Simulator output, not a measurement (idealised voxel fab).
A process module follows: voxel ribs on slabs.
The figure presents cross-section cut, which has a width of 215 nm and is divided into square cells with an edge length of 5 nm.
How to read a cross-section here: the picture is a grid of square cells, written as bands going from the top down, and any band can span one or more rows of cells.
Read a band's entry like this: the first values are the height of its top and the height of its bottom in nm, and what follows is the sequence of materials from left to right, each with its width in nm. Note that "blank" is empty space, and that a single material marked "throughout" reaches across the band from edge to edge.
Note: height 0 marks the level under which the wafer is uniformly one material as received. Lowest band unbounded below, written "from 0 down".
Width spec "30 to 40" -> top row of cells at first value, bottom row at second value, equal per-row change in between.
What does "no modifications" mean for a step? It means no cell of the cross-section changed in that step.
Each empty space that has no open way to the top and spans at least 8 cells appears under "Catalogued sealed voids" as width x height at distance, the distance counted from the left edge, all in nm.
What comes after the settings on a step's line is commentary from the simulator itself on that step.
The line of a step may include "overlay nm". On a step with a mask, this value is how far to the right of its planned place the mask lay. A negative value means the mask lay to the left.
So here's the lineup of process steps we planned:
step 1: RECEIVE,material Si
step 2: DIRECTIONAL_DEP,material SiO2,thk nm 20
step 3: DIRECTIONAL_DEP,material polySi,thk nm 25
step 4: PATTERN,tone cover,mask id RIB,material resist,width nm 30,thk nm 20,overlay nm 0
step 5: DIRECTIONAL_ETCH,etch materials polySi,depth nm 20
step 6: STRIP,etch materials resist
step 7: MASKED_ETCH,tone cover,mask id SLAB,width nm 70,etch materials polySi,depth nm 5,overlay nm 0
step 8: FILL_DEP,material SiO2,thk nm 25
step 9: CMP,height nm 65
step 10: DIRECTIONAL_DEP,material W,thk nm 10
step 11: MASKED_ETCH,tone cover,mask id HEATER,width nm 40,etch materials W,depth nm 10,overlay nm 0
step 12: CONFORMAL_DEP,material SiO2,thk nm 10
Cross-section of the wafer upon arrival, representing the state reached after step 1:
* from 0 down: Si throughout
* Catalogued sealed voids: none
The following cross-section depicts the wafer upon conclusion of the module. Processing commenced from the starting condition illustrated above and adhered to the plan illustrated above, save for one mistake in execution:
* from 75 to 65: blank: 85 | W: 40 | blank: 90
* from 65 to 45: SiO2 throughout
* from 45 to 25: SiO2: 90 | polySi: 30 | SiO2: 95
* from 25 to 20: SiO2: 70 | polySi: 70 | SiO2: 75
* from 20 to 0: SiO2 throughout
* from 0 down: Si throughout
* Catalogued sealed voids: none
The mistake made against the process plan was this: plan step 12 was not performed, having been skipped
